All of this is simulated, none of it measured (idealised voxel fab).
Herein follows the process module entitled voxel capacitor over wiring.
Section cut is 210 nm wide and gridded with 5 nm square cells.
A cross-section in this document is a grid of square cells, and it is written down as bands, the top band listed before the ones below it; a band is made up of one or more rows of cells.
Read a band's entry like this: the first values are the height of its top and the height of its bottom in nm, and what follows is the sequence of materials from left to right, each with its width in nm. Note that "empty" is empty space, and that a single material marked "throughout" reaches across the band from edge to edge.
Below 0: as-received wafer, all one material; heights counted from there. Lowest band: no bottom, goes on down, written "0 -> down".
A width given as "30->40" starts at the first number in the band's top row and ends at the second number in its bottom row, shifting by an equal amount at every step from row to row.
Where the words "no change" appear for a step, the cross-section shows no cell changed by that step; every cell remained as before.
"Enclosed cavity list" means: voids of 8 cells or more that are shut off from the top with no open way through. Written width x height at distance, distance from the left edge, in nm.
Where a step's line continues beyond its settings, the continuation is a remark by the simulator itself on that step.
When a step includes a mask, the "overlay nm" setting on its line states how far to the right of its planned place that mask lay, and negative values state how far to the left.

**Below is the list of planned process steps**
| 1 | RECEIVE [material Si] |
| 2 | CONFORMAL_DEP [material SiO2] [thk nm 15] |
| 3 | CONFORMAL_DEP [material SiCN] [thk nm 5] |
| 4 | DIRECTIONAL_DEP [material SiO2] [thk nm 20] |
| 5 | PATTERN [tone open] [mask id METAL_1] [material resist] [width nm 20] [pitch nm 80] [thk nm 15] [overlay nm 0] |
| 6 | DIRECTIONAL_ETCH [etch materials SiO2] [depth nm 20] |
| 7 | DIRECTIONAL_ETCH [etch materials SiCN] [depth nm 5] |
| 8 | STRIP [etch materials resist] |
| 9 | CONFORMAL_DEP [material TiN] [thk nm 5] |
| 10 | FILL_DEP [material W] [thk nm 10] |
| 11 | CMP [height nm 40] |
| 12 | EPI [material Ru] [thk nm 5] |
| 13 | FILL_DEP [material SiCN] [thk nm 5] |
| 14 | DIRECTIONAL_DEP [material lowk] [thk nm 15] |
| 15 | MASKED_ETCH [tone open] [mask id PLUG_1] [width nm 15] [etch materials lowk] [depth nm 15] [overlay nm 0] |
| 16 | MASKED_ETCH [tone open] [mask id PLUG_1] [width nm 15] [etch materials SiCN] [depth nm 5] [overlay nm 0] |
| 17 | EPI [material Ru] [thk nm 10] |
| 18 | EPI [material Ru] [thk nm 10] |
| 19 | DIRECTIONAL_DEP [material TiN] [thk nm 5] |
| 20 | DIRECTIONAL_DEP [material HfO2] [thk nm 5] |
| 21 | DIRECTIONAL_DEP [material TiN] [thk nm 5] |
| 22 | PATTERN [tone cover] [mask id UPPER_PLATE] [material resist] [width nm 65] [thk nm 20] [overlay nm 0] |
| 23 | DIRECTIONAL_ETCH [etch materials TiN] [depth nm 5] |
| 24 | DIRECTIONAL_ETCH [etch materials HfO2] [depth nm 5] |
| 25 | STRIP [etch materials resist] |
| 26 | MASKED_ETCH [tone cover] [mask id LOWER_PLATE] [width nm 75] [etch materials TiN] [depth nm 5] [overlay nm 0] |
| 27 | FILL_DEP [material SiO2] [thk nm 20] |
| 28 | CMP [height nm 95] |
| 29 | PATTERN [tone open] [mask id PLUG_2] [material resist] [width nm 15] [thk nm 20] [overlay nm 0] |
| 30 | DIRECTIONAL_ETCH [etch materials SiO2] [depth nm 15] |
| 31 | STRIP [etch materials resist] |
| 32 | CONFORMAL_DEP [material TiN] [thk nm 5] |
| 33 | FILL_DEP [material Cu] [thk nm 10] |
| 34 | CMP [height nm 95] |
| 35 | CONFORMAL_DEP [material SiN] [thk nm 5] |

**Wafer as received: cross-section following step 1**
    0 -> down = Si throughout
    Enclosed cavity list: none

**Cross-section taken at module completion on the first of two wafers; processed per the plan**
    100 -> 95 = SiN throughout
    95 -> 85 = SiO2 (70), then TiN (5), then Cu (5), then TiN (5), then SiO2 (125)
    85 -> 75 = SiO2 (70->60), then TiN (15->65), then SiO2 (125->85)
    75 -> 70 = SiO2 (60), then HfO2 (65), then SiO2 (85)
    70 -> 65 = SiO2 (55), then TiN (75), then SiO2 (80)
    65 -> 50 = lowk (60), then Ru (15), then lowk (135)
    50 -> 45 = SiCN (60), then Ru (15), then SiCN (135)
    45 -> 40 = SiCN (50), then Ru (30), then SiCN (50), then Ru (30), then SiCN (50)
    40 -> 20 = SiO2 (55), then TiN (5), then W (10), then TiN (5), then SiO2 (60), then TiN (5), then W (10), then TiN (5), then SiO2 (55)
    20 -> 15 = SiCN (55), then TiN (20), then SiCN (60), then TiN (20), then SiCN (55)
    15 -> 0 = SiO2 throughout
    0 -> down = Si throughout
    Enclosed cavity list: none

**Wafer two, end of module, cross-section. Same start, same plan as wafer one. One mistake in the run**
    100 -> 95 = SiN throughout
    95 -> 85 = SiO2 (70), then TiN (5), then Cu (5), then TiN (5), then SiO2 (125)
    85 -> 75 = SiO2 (70->60), then TiN (15->65), then SiO2 (125->85)
    75 -> 70 = SiO2 (60), then HfO2 (65), then SiO2 (85)
    70 -> 65 = SiO2 (55), then TiN (75), then SiO2 (80)
    65 -> 50 = lowk (60), then Ru (15), then lowk (135)
    50 -> 45 = SiCN (60), then Ru (15), then SiCN (135)
    45 -> 40 = SiCN (50), then Ru (30), then SiCN (50), then Ru (30), then SiCN (50)
    40 -> 25 = SiO2 (55), then TiN (5), then W (10), then TiN (5), then SiO2 (60), then TiN (5), then W (10), then TiN (5), then SiO2 (55)
    25 -> 20 = SiO2 (55), then TiN (20), then SiO2 (60), then TiN (20), then SiO2 (55)
    20 -> 5 = SiO2 throughout
    5 -> 0 = SiCN throughout
    0 -> down = Si throughout
    Enclosed cavity list: none
In executing the process, a mistake was made relative to the plan: steps 2 and 3 of the plan were run in the wrong order, each in the other's place
Upon completion, the second wafer contains, in terms of cells, a greater or smaller amount of certain materials than the first wafer: 8 more of SiCN; 4 fewer of TiN; 4 fewer of W
